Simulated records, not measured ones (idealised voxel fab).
The process module presented herein is designated voxel capacitor over wiring.
Section cut is 300 nm wide and gridded with 5 nm square cells.
Reading order for cross-sections: top band down to bottom band. Underlying form: a grid of square cells. Band size: one or more rows of cells. For a band, the entry starts with two heights in nm, that of the top and then that of the bottom, and carries on with the band's materials in order from left to right, each alongside its width in nm; the word "throughout" beside a single material means it fills the band edge to edge, and "empty" means empty space. Height 0 is the level under which the wafer as received is all one material. The lowest band goes on downwards, as in "from 0 down". Think of "30->40" as a width that walks from the first number to the second as you go down the band, top row to bottom row, taking equal-sized steps from row to row. Any step labelled "changes: none" changed none of the cells in the cross-section. Under "Sealed internal cavities" you'll find the enclosed gaps, the ones with no way out to the top, that are 8 cells or bigger; each reads width x height at distance, with distance counted from the left edge, everything in nm. That trailing text on a step's line, after the settings, is the simulator's own remark on the step. You can add "overlay nm" to a step's line. For a step with a mask, it describes how far the mask lay to the right of its planned position, and a negative number describes a lay to the left.

[So here's the lineup of process steps we planned]
step 1: RECEIVE with material Si
step 2: CONFORMAL_DEP with material SiO2, thk nm 10
step 3: DIRECTIONAL_DEP with material TiN, thk nm 5
step 4: DIRECTIONAL_DEP with material W, thk nm 20
step 5: DIRECTIONAL_DEP with material aC, thk nm 10
step 6: PATTERN with tone cover, mask id METAL_1, material resist, width nm 20, pitch nm 85, thk nm 30, overlay nm 0
step 7: DIRECTIONAL_ETCH with etch materials aC, depth nm 10
step 8: STRIP with etch materials resist
step 9: DIRECTIONAL_ETCH with etch materials W, depth nm 20
step 10: DIRECTIONAL_ETCH with etch materials TiN, depth nm 5
step 11: STRIP with etch materials aC
step 12: CONFORMAL_DEP with material SiN, thk nm 5
step 13: FILL_DEP with material lowk, thk nm 10
step 14: CMP with height nm 35
step 15: CONFORMAL_DEP with material SiCN, thk nm 5
step 16: DIRECTIONAL_DEP with material SiO2, thk nm 20
step 17: MASKED_ETCH with tone open, mask id PLUG_1, width nm 15, etch materials SiO2, depth nm 20, overlay nm 0
step 18: MASKED_ETCH with tone open, mask id PLUG_1, width nm 15, etch materials SiCN, depth nm 5, overlay nm 0
step 19: CONFORMAL_DEP with material TiN, thk nm 5
step 20: FILL_DEP with material Cu, thk nm 5
step 21: CMP with height nm 60
step 22: DIRECTIONAL_DEP with material TiN, thk nm 5
step 23: DIRECTIONAL_DEP with material Al2O3, thk nm 5
step 24: DIRECTIONAL_DEP with material TiN, thk nm 10
step 25: DIRECTIONAL_DEP with material aC, thk nm 15
step 26: PATTERN with tone cover, mask id UPPER_PLATE, material resist, width nm 70, thk nm 35, overlay nm 0
step 27: DIRECTIONAL_ETCH with etch materials aC, depth nm 15
step 28: STRIP with etch materials resist
step 29: DIRECTIONAL_ETCH with etch materials TiN, depth nm 10
step 30: DIRECTIONAL_ETCH with etch materials Al2O3, depth nm 5
step 31: STRIP with etch materials aC
step 32: DIRECTIONAL_DEP with material aC, thk nm 10
step 33: PATTERN with tone cover, mask id LOWER_PLATE, material resist, width nm 80, thk nm 30, overlay nm 0
step 34: DIRECTIONAL_ETCH with etch materials aC, depth nm 10
step 35: STRIP with etch materials resist
step 36: DIRECTIONAL_ETCH with etch materials TiN, depth nm 5
step 37: STRIP with etch materials aC
step 38: FILL_DEP with material SiO2, thk nm 15
step 39: CMP with height nm 90
step 40: PATTERN with tone open, mask id PLUG_2, material resist, width nm 15, thk nm 20, overlay nm -15
step 41: DIRECTIONAL_ETCH with etch materials SiO2, depth nm 10
step 42: STRIP with etch materials resist
step 43: CONFORMAL_DEP with material TiN, thk nm 5
step 44: FILL_DEP with material Ru, thk nm 5
step 45: CMP with height nm 90
step 46: CONFORMAL_DEP with material SiN, thk nm 5
Don't read the plan's overlay nm for step 40 as applying to every wafer: that's the first wafer's value, and the wafers differ in it, though they all start identical.

[As received, i.e. after step 1: cross-section through the first of several wafers]
	from 0 down = Si throughout
	Sealed internal cavities: none

[Every row in this table is a wafer at the end of the module, and it gives, for each of the materials, the cells that wafer has gained (+) or lost (-) since it was received, then its closed voids]
overlay nm -15, +14 Al2O3, +4 Cu, +1 Ru, +57 SiCN, +128 SiN, +644 SiO2, +68 TiN, +32 W, +192 lowk, Sealed internal cavities: none
overlay nm -10, +14 Al2O3, +4 Cu, +1 Ru, +57 SiCN, +128 SiN, +644 SiO2, +68 TiN, +32 W, +192 lowk, Sealed internal cavities: none
overlay nm -5, +14 Al2O3, +4 Cu, +1 Ru, +57 SiCN, +128 SiN, +644 SiO2, +68 TiN, +32 W, +192 lowk, Sealed internal cavities: none
overlay nm 0, +14 Al2O3, +4 Cu, +1 Ru, +57 SiCN, +128 SiN, +644 SiO2, +68 TiN, +32 W, +192 lowk, Sealed internal cavities: none
overlay nm 5, +14 Al2O3, +4 Cu, +1 Ru, +57 SiCN, +128 SiN, +644 SiO2, +68 TiN, +32 W, +192 lowk, Sealed internal cavities: none
overlay nm 10, +14 Al2O3, +4 Cu, +1 Ru, +57 SiCN, +128 SiN, +644 SiO2, +68 TiN, +32 W, +192 lowk, Sealed internal cavities: none
overlay nm 15, +14 Al2O3, +4 Cu, +1 Ru, +57 SiCN, +128 SiN, +644 SiO2, +68 TiN, +32 W, +192 lowk, Sealed internal cavities: none
